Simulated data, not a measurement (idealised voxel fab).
Process module, titled voxel capacitor over wiring
290 nm wide, 5 nm square cells: that's cross-section cut.
When this document writes out a cross-section, it uses a grid of square cells and lists it as bands, beginning at the top and moving down, with a band standing for one or more rows of cells. Top, bottom (nm), then materials left to right with widths (nm); lone material tagged "full width" fills the whole band edge to edge; "blank" = empty space. It should be noted that heights are counted from 0, beneath which the wafer as supplied is of one material throughout, and that the lowest band possesses no lower boundary but continues downward, as written in "0..down". It should be noted that a width expressed as "30..40" varies in equal increments from row to row of cells within the band, taking the value of the first number at the top row and that of the second number at the bottom row. "remains unaltered" (step): cross-section cells unchanged, all of them. Sealed voids: empty space of 8 cells or more with no open way to the top, each as width x height at its distance from the left edge, in nm. Where a step's line continues beyond its settings, the continuation is a remark by the simulator itself on that step. The optional step-line setting "overlay nm" applies to steps with a mask and quantifies how far to the right of its planned location the mask lay, a negative value indicating leftward placement.
Intended process steps
1,RECEIVE with material Si
2,CONFORMAL_DEP with material SiO2, thk nm 15
3,DIRECTIONAL_DEP with material TiN, thk nm 5
4,DIRECTIONAL_DEP with material W, thk nm 25
5,DIRECTIONAL_DEP with material aC, thk nm 15
6,PATTERN with tone cover, mask id METAL_1, material resist, width nm 30, pitch nm 90, thk nm 30, overlay nm 0
7,DIRECTIONAL_ETCH with etch materials aC, depth nm 15
8,STRIP with etch materials resist
9,DIRECTIONAL_ETCH with etch materials W, depth nm 25
10,DIRECTIONAL_ETCH with etch materials TiN, depth nm 5
11,STRIP with etch materials aC
12,FILL_DEP with material SiO2, thk nm 5
13,CMP with height nm 45
14,CONFORMAL_DEP with material SiCN, thk nm 5
15,DIRECTIONAL_DEP with material lowk, thk nm 20
16,MASKED_ETCH with tone open, mask id PLUG_1, width nm 15, etch materials lowk, depth nm 20, overlay nm 0
17,MASKED_ETCH with tone open, mask id PLUG_1, width nm 15, etch materials SiCN, depth nm 5, overlay nm 0
18,CONFORMAL_DEP with material TiN, thk nm 5
19,FILL_DEP with material W, thk nm 10
20,CMP with height nm 70
21,DIRECTIONAL_DEP with material TiN, thk nm 10
22,DIRECTIONAL_DEP with material Al2O3, thk nm 5
23,DIRECTIONAL_DEP with material TiN, thk nm 10
24,DIRECTIONAL_DEP with material aC, thk nm 15
25,PATTERN with tone cover, mask id UPPER_PLATE, material resist, width nm 65, thk nm 35, overlay nm 0
26,DIRECTIONAL_ETCH with etch materials aC, depth nm 15
27,STRIP with etch materials resist
28,DIRECTIONAL_ETCH with etch materials TiN, depth nm 10
29,DIRECTIONAL_ETCH with etch materials Al2O3, depth nm 5
30,STRIP with etch materials aC
31,PATTERN with tone cover, mask id LOWER_PLATE, material resist, width nm 75, thk nm 15, overlay nm 0
32,DIRECTIONAL_ETCH with etch materials TiN, depth nm 10
33,STRIP with etch materials resist
34,FILL_DEP with material SiO2, thk nm 15
35,CMP with height nm 105
36,MASKED_ETCH with tone open, mask id PLUG_2, width nm 15, etch materials SiO2, depth nm 10, overlay nm 0
37,CONFORMAL_DEP with material TiN, thk nm 5
38,FILL_DEP with material Cu, thk nm 5
39,CMP with height nm 105
40,CONFORMAL_DEP with material SiCN, thk nm 5
The first of two wafers, run as planned
As received (post step 1): cross-section
  0..down = Si full width
  Sealed voids: none
Sectional view: wafer, after step 2
  15..0 = SiO2 full width
  Whatever lies below 0 is exactly as it was before.
Sectional view: wafer, after step 3
  20..15 = TiN full width
  Whatever lies below 15 is exactly as it was before.
Sectional view: wafer, after step 4
  45..20 = W full width
  Whatever lies below 20 is exactly as it was before.
Sectional view: wafer, after step 5
  60..45 = aC full width
  Whatever lies below 45 is exactly as it was before.
Sectional view: wafer, after step 6
  90..60 = 85 of blank, then 30 of resist, then 60 of blank, then 30 of resist, then 85 of blank
  Whatever lies below 60 is exactly as it was before.
Sectional view: wafer, after step 7
  75..60 = 85 of blank, then 30 of resist, then 60 of blank, then 30 of resist, then 85 of blank
  60..45 = 85 of blank, then 30 of aC, then 60 of blank, then 30 of aC, then 85 of blank
  Whatever lies below 45 is exactly as it was before.
Sectional view: wafer, after step 8
  60..45 = 85 of blank, then 30 of aC, then 60 of blank, then 30 of aC, then 85 of blank
  Whatever lies below 45 is exactly as it was before.
Sectional view: wafer, after step 9
  60..45 = 85 of blank, then 30 of aC, then 60 of blank, then 30 of aC, then 85 of blank
  45..20 = 85 of blank, then 30 of W, then 60 of blank, then 30 of W, then 85 of blank
  Whatever lies below 20 is exactly as it was before.
Sectional view: wafer, after step 10
  60..45 = 85 of blank, then 30 of aC, then 60 of blank, then 30 of aC, then 85 of blank
  45..20 = 85 of blank, then 30 of W, then 60 of blank, then 30 of W, then 85 of blank
  20..15 = 85 of blank, then 30 of TiN, then 60 of blank, then 30 of TiN, then 85 of blank
  Whatever lies below 15 is exactly as it was before.
Sectional view: wafer, after step 11
  45..20 = 85 of blank, then 30 of W, then 60 of blank, then 30 of W, then 85 of blank
  Whatever lies below 20 is exactly as it was before.
Sectional view: wafer, after step 12
  50..45 = SiO2 full width
  45..20 = 85 of SiO2, then 30 of W, then 60 of SiO2, then 30 of W, then 85 of SiO2
  20..15 = 85 of SiO2, then 30 of TiN, then 60 of SiO2, then 30 of TiN, then 85 of SiO2
  Whatever lies below 15 is exactly as it was before.
Sectional view: wafer, after step 13
  45..20 = 85 of SiO2, then 30 of W, then 60 of SiO2, then 30 of W, then 85 of SiO2
  Whatever lies below 20 is exactly as it was before.
Sectional view: wafer, after step 14
  50..45 = SiCN full width
  Whatever lies below 45 is exactly as it was before.
Sectional view: wafer, after step 15
  70..50 = lowk full width
  Whatever lies below 50 is exactly as it was before.
Sectional view: wafer, after step 16
  70..50 = 100 of lowk, then 15 of blank, then 175 of lowk
  Whatever lies below 50 is exactly as it was before.
Sectional view: wafer, after step 17
  70..50 = 100 of lowk, then 15 of blank, then 175 of lowk
  50..45 = 100 of SiCN, then 15 of blank, then 175 of SiCN
  Whatever lies below 45 is exactly as it was before.
Sectional view: wafer, after step 18
  75..70 = 105 of TiN, then 5 of blank, then 180 of TiN
  70..50 = 100 of lowk, then 5 of TiN, then 5 of blank, then 5 of TiN, then 175 of lowk
  50..45 = 100 of SiCN, then 15 of TiN, then 175 of SiCN
  Whatever lies below 45 is exactly as it was before.
Sectional view: wafer, after step 19
  85..75 = W full width
  75..70 = 105 of TiN, then 5 of W, then 180 of TiN
  70..50 = 100 of lowk, then 5 of TiN, then 5 of W, then 5 of TiN, then 175 of lowk
  Whatever lies below 50 is exactly as it was before.
Sectional view: wafer, after step 20
  70..50 = 100 of lowk, then 5 of TiN, then 5 of W, then 5 of TiN, then 175 of lowk
  Whatever lies below 50 is exactly as it was before.
Sectional view: wafer, after step 21
  80..70 = TiN full width
  Whatever lies below 70 is exactly as it was before.
Sectional view: wafer, after step 22
  85..80 = Al2O3 full width
  Whatever lies below 80 is exactly as it was before.
Sectional view: wafer, after step 23
  95..85 = TiN full width
  Whatever lies below 85 is exactly as it was before.
Sectional view: wafer, after step 24
  110..95 = aC full width
  Whatever lies below 95 is exactly as it was before.
Sectional view: wafer, after step 25
  145..110 = 100 of blank, then 65 of resist, then 125 of blank
  Whatever lies below 110 is exactly as it was before.
Sectional view: wafer, after step 26
  130..110 = 100 of blank, then 65 of resist, then 125 of blank
  110..95 = 100 of blank, then 65 of aC, then 125 of blank
  Whatever lies below 95 is exactly as it was before.
Sectional view: wafer, after step 27
  110..95 = 100 of blank, then 65 of aC, then 125 of blank
  Whatever lies below 95 is exactly as it was before.
Sectional view: wafer, after step 28
  110..95 = 100 of blank, then 65 of aC, then 125 of blank
  95..85 = 100 of blank, then 65 of TiN, then 125 of blank
  Whatever lies below 85 is exactly as it was before.
Sectional view: wafer, after step 29
  110..95 = 100 of blank, then 65 of aC, then 125 of blank
  95..85 = 100 of blank, then 65 of TiN, then 125 of blank
  85..80 = 100 of blank, then 65 of Al2O3, then 125 of blank
  Whatever lies below 80 is exactly as it was before.
Sectional view: wafer, after step 30
  95..85 = 100 of blank, then 65 of TiN, then 125 of blank
  Whatever lies below 85 is exactly as it was before.
Sectional view: wafer, after step 31
  110..95 = 95 of blank, then 75 of resist, then 120 of blank
  95..85 = 95 of blank, then 5 of resist, then 65 of TiN, then 5 of resist, then 120 of blank
  85..80 = 95 of blank, then 5 of resist, then 65 of Al2O3, then 5 of resist, then 120 of blank
  Whatever lies below 80 is exactly as it was before.
Sectional view: wafer, after step 32
  110..95 = 95 of blank, then 75 of resist, then 120 of blank
  95..85 = 95 of blank, then 5 of resist, then 65 of TiN, then 5 of resist, then 120 of blank
  85..80 = 95 of blank, then 5 of resist, then 65 of Al2O3, then 5 of resist, then 120 of blank
  80..70 = 95 of blank, then 75 of TiN, then 120 of blank
  Whatever lies below 70 is exactly as it was before.
Sectional view: wafer, after step 33
  95..85 = 100 of blank, then 65 of TiN, then 125 of blank
  85..80 = 100 of blank, then 65 of Al2O3, then 125 of blank
  Whatever lies below 80 is exactly as it was before.
Sectional view: wafer, after step 34
  110..95 = SiO2 full width
  95..85 = 100 of SiO2, then 65 of TiN, then 125 of SiO2
  85..80 = 100 of SiO2, then 65 of Al2O3, then 125 of SiO2
  80..70 = 95 of SiO2, then 75 of TiN, then 120 of SiO2
  Whatever lies below 70 is exactly as it was before.
Sectional view: wafer, after step 35
  105..95 = SiO2 full width
  Whatever lies below 95 is exactly as it was before.
Sectional view: wafer, after step 36
  105..95 = 110 of SiO2, then 15 of blank, then 165 of SiO2
  Whatever lies below 95 is exactly as it was before.
Sectional view: wafer, after step 37
  110..105 = 115 of TiN, then 5 of blank, then 170 of TiN
  105..100 = 110 of SiO2, then 5 of TiN, then 5 of blank, then 5 of TiN, then 165 of SiO2
  100..95 = 110 of SiO2, then 15 of TiN, then 165 of SiO2
  Whatever lies below 95 is exactly as it was before.
Sectional view: wafer, after step 38
  115..110 = Cu full width
  110..105 = 115 of TiN, then 5 of Cu, then 170 of TiN
  105..100 = 110 of SiO2, then 5 of TiN, then 5 of Cu, then 5 of TiN, then 165 of SiO2
  Whatever lies below 100 is exactly as it was before.
Sectional view: wafer, after step 39
  105..100 = 110 of SiO2, then 5 of TiN, then 5 of Cu, then 5 of TiN, then 165 of SiO2
  Whatever lies below 100 is exactly as it was before.
Sectional view: wafer, after step 40
  110..105 = SiCN full width
  Whatever lies below 105 is exactly as it was before.
Okay, second wafer. Nothing different at the start, nothing different in the plan, just one mistake somewhere in the running. As far as step 5, counting that step, it's the first wafer all over again
Look at the second wafer in cross-section at the time step 6 ought to have finished
  90..60 = 85 of resist, then 30 of blank, then 60 of resist, then 30 of blank, then 85 of resist
  Whatever lies below 60 is exactly as it was before.
Look at the second wafer in cross-section at the time step 7 ought to have finished
  75..60 = 85 of resist, then 30 of blank, then 60 of resist, then 30 of blank, then 85 of resist
  60..45 = 85 of aC, then 30 of blank, then 60 of aC, then 30 of blank, then 85 of aC
  Whatever lies below 45 is exactly as it was before.
Look at the second wafer in cross-section at the time step 8 ought to have finished
  60..45 = 85 of aC, then 30 of blank, then 60 of aC, then 30 of blank, then 85 of aC
  Whatever lies below 45 is exactly as it was before.
Look at the second wafer in cross-section at the time step 9 ought to have finished
  60..45 = 85 of aC, then 30 of blank, then 60 of aC, then 30 of blank, then 85 of aC
  45..20 = 85 of W, then 30 of blank, then 60 of W, then 30 of blank, then 85 of W
  Whatever lies below 20 is exactly as it was before.
Look at the second wafer in cross-section at the time step 10 ought to have finished
  60..45 = 85 of aC, then 30 of blank, then 60 of aC, then 30 of blank, then 85 of aC
  45..20 = 85 of W, then 30 of blank, then 60 of W, then 30 of blank, then 85 of W
  20..15 = 85 of TiN, then 30 of blank, then 60 of TiN, then 30 of blank, then 85 of TiN
  Whatever lies below 15 is exactly as it was before.
Look at the second wafer in cross-section at the time step 11 ought to have finished
  45..20 = 85 of W, then 30 of blank, then 60 of W, then 30 of blank, then 85 of W
  Whatever lies below 20 is exactly as it was before.
Look at the second wafer in cross-section at the time step 12 ought to have finished
  50..45 = SiO2 full width
  45..20 = 85 of W, then 30 of SiO2, then 60 of W, then 30 of SiO2, then 85 of W
  20..15 = 85 of TiN, then 30 of SiO2, then 60 of TiN, then 30 of SiO2, then 85 of TiN
  Whatever lies below 15 is exactly as it was before.
Look at the second wafer in cross-section at the time step 13 ought to have finished
  45..20 = 85 of W, then 30 of SiO2, then 60 of W, then 30 of SiO2, then 85 of W
  Whatever lies below 20 is exactly as it was before.
Look at the second wafer in cross-section at the time step 14 ought to have finished
  50..45 = SiCN full width
  Whatever lies below 45 is exactly as it was before.
Look at the second wafer in cross-section at the time step 15 ought to have finished
  70..50 = lowk full width
  Whatever lies below 50 is exactly as it was before.
Look at the second wafer in cross-section at the time step 16 ought to have finished
  70..50 = 100 of lowk, then 15 of blank, then 175 of lowk
  Whatever lies below 50 is exactly as it was before.
Look at the second wafer in cross-section at the time step 17 ought to have finished
  70..50 = 100 of lowk, then 15 of blank, then 175 of lowk
  50..45 = 100 of SiCN, then 15 of blank, then 175 of SiCN
  Whatever lies below 45 is exactly as it was before.
Look at the second wafer in cross-section at the time step 18 ought to have finished
  75..70 = 105 of TiN, then 5 of blank, then 180 of TiN
  70..50 = 100 of lowk, then 5 of TiN, then 5 of blank, then 5 of TiN, then 175 of lowk
  50..45 = 100 of SiCN, then 15 of TiN, then 175 of SiCN
  Whatever lies below 45 is exactly as it was before.
Look at the second wafer in cross-section at the time step 19 ought to have finished
  85..75 = W full width
  75..70 = 105 of TiN, then 5 of W, then 180 of TiN
  70..50 = 100 of lowk, then 5 of TiN, then 5 of W, then 5 of TiN, then 175 of lowk
  Whatever lies below 50 is exactly as it was before.
Look at the second wafer in cross-section at the time step 20 ought to have finished
  70..50 = 100 of lowk, then 5 of TiN, then 5 of W, then 5 of TiN, then 175 of lowk
  Whatever lies below 50 is exactly as it was before.
Look at the second wafer in cross-section at the time step 21 ought to have finished
  80..70 = TiN full width
  Whatever lies below 70 is exactly as it was before.
Look at the second wafer in cross-section at the time step 22 ought to have finished
  85..80 = Al2O3 full width
  Whatever lies below 80 is exactly as it was before.
Look at the second wafer in cross-section at the time step 23 ought to have finished
  95..85 = TiN full width
  Whatever lies below 85 is exactly as it was before.
Look at the second wafer in cross-section at the time step 24 ought to have finished
  110..95 = aC full width
  Whatever lies below 95 is exactly as it was before.
Look at the second wafer in cross-section at the time step 25 ought to have finished
  145..110 = 100 of blank, then 65 of resist, then 125 of blank
  Whatever lies below 110 is exactly as it was before.
Look at the second wafer in cross-section at the time step 26 ought to have finished
  130..110 = 100 of blank, then 65 of resist, then 125 of blank
  110..95 = 100 of blank, then 65 of aC, then 125 of blank
  Whatever lies below 95 is exactly as it was before.
Look at the second wafer in cross-section at the time step 27 ought to have finished
  110..95 = 100 of blank, then 65 of aC, then 125 of blank
  Whatever lies below 95 is exactly as it was before.
Look at the second wafer in cross-section at the time step 28 ought to have finished
  110..95 = 100 of blank, then 65 of aC, then 125 of blank
  95..85 = 100 of blank, then 65 of TiN, then 125 of blank
  Whatever lies below 85 is exactly as it was before.
Look at the second wafer in cross-section at the time step 29 ought to have finished
  110..95 = 100 of blank, then 65 of aC, then 125 of blank
  95..85 = 100 of blank, then 65 of TiN, then 125 of blank
  85..80 = 100 of blank, then 65 of Al2O3, then 125 of blank
  Whatever lies below 80 is exactly as it was before.
Look at the second wafer in cross-section at the time step 30 ought to have finished
  95..85 = 100 of blank, then 65 of TiN, then 125 of blank
  Whatever lies below 85 is exactly as it was before.
Look at the second wafer in cross-section at the time step 31 ought to have finished
  110..95 = 95 of blank, then 75 of resist, then 120 of blank
  95..85 = 95 of blank, then 5 of resist, then 65 of TiN, then 5 of resist, then 120 of blank
  85..80 = 95 of blank, then 5 of resist, then 65 of Al2O3, then 5 of resist, then 120 of blank
  Whatever lies below 80 is exactly as it was before.
Look at the second wafer in cross-section at the time step 32 ought to have finished
  110..95 = 95 of blank, then 75 of resist, then 120 of blank
  95..85 = 95 of blank, then 5 of resist, then 65 of TiN, then 5 of resist, then 120 of blank
  85..80 = 95 of blank, then 5 of resist, then 65 of Al2O3, then 5 of resist, then 120 of blank
  80..70 = 95 of blank, then 75 of TiN, then 120 of blank
  Whatever lies below 70 is exactly as it was before.
Look at the second wafer in cross-section at the time step 33 ought to have finished
  95..85 = 100 of blank, then 65 of TiN, then 125 of blank
  85..80 = 100 of blank, then 65 of Al2O3, then 125 of blank
  Whatever lies below 80 is exactly as it was before.
Look at the second wafer in cross-section at the time step 34 ought to have finished
  110..95 = SiO2 full width
  95..85 = 100 of SiO2, then 65 of TiN, then 125 of SiO2
  85..80 = 100 of SiO2, then 65 of Al2O3, then 125 of SiO2
  80..70 = 95 of SiO2, then 75 of TiN, then 120 of SiO2
  Whatever lies below 70 is exactly as it was before.
Look at the second wafer in cross-section at the time step 35 ought to have finished
  105..95 = SiO2 full width
  Whatever lies below 95 is exactly as it was before.
Look at the second wafer in cross-section at the time step 36 ought to have finished
  105..95 = 110 of SiO2, then 15 of blank, then 165 of SiO2
  Whatever lies below 95 is exactly as it was before.
Look at the second wafer in cross-section at the time step 37 ought to have finished
  110..105 = 115 of TiN, then 5 of blank, then 170 of TiN
  105..100 = 110 of SiO2, then 5 of TiN, then 5 of blank, then 5 of TiN, then 165 of SiO2
  100..95 = 110 of SiO2, then 15 of TiN, then 165 of SiO2
  Whatever lies below 95 is exactly as it was before.
Look at the second wafer in cross-section at the time step 38 ought to have finished
  115..110 = Cu full width
  110..105 = 115 of TiN, then 5 of Cu, then 170 of TiN
  105..100 = 110 of SiO2, then 5 of TiN, then 5 of Cu, then 5 of TiN, then 165 of SiO2
  Whatever lies below 100 is exactly as it was before.
Look at the second wafer in cross-section at the time step 39 ought to have finished
  105..100 = 110 of SiO2, then 5 of TiN, then 5 of Cu, then 5 of TiN, then 165 of SiO2
  Whatever lies below 100 is exactly as it was before.
Look at the second wafer in cross-section at the time step 40 ought to have finished
  110..105 = SiCN full width
  Whatever lies below 105 is exactly as it was before.
Nonconformance to the process plan: step 6 ran differently from the plan; actual operation with settings: PATTERN with tone open, mask id METAL_1, material resist, width nm 30, pitch nm 90, thk nm 30, overlay nm 0
Final tally in cells, some materials are higher or lower on the second wafer than on the first: -204 SiO2 | +34 TiN | +170 W
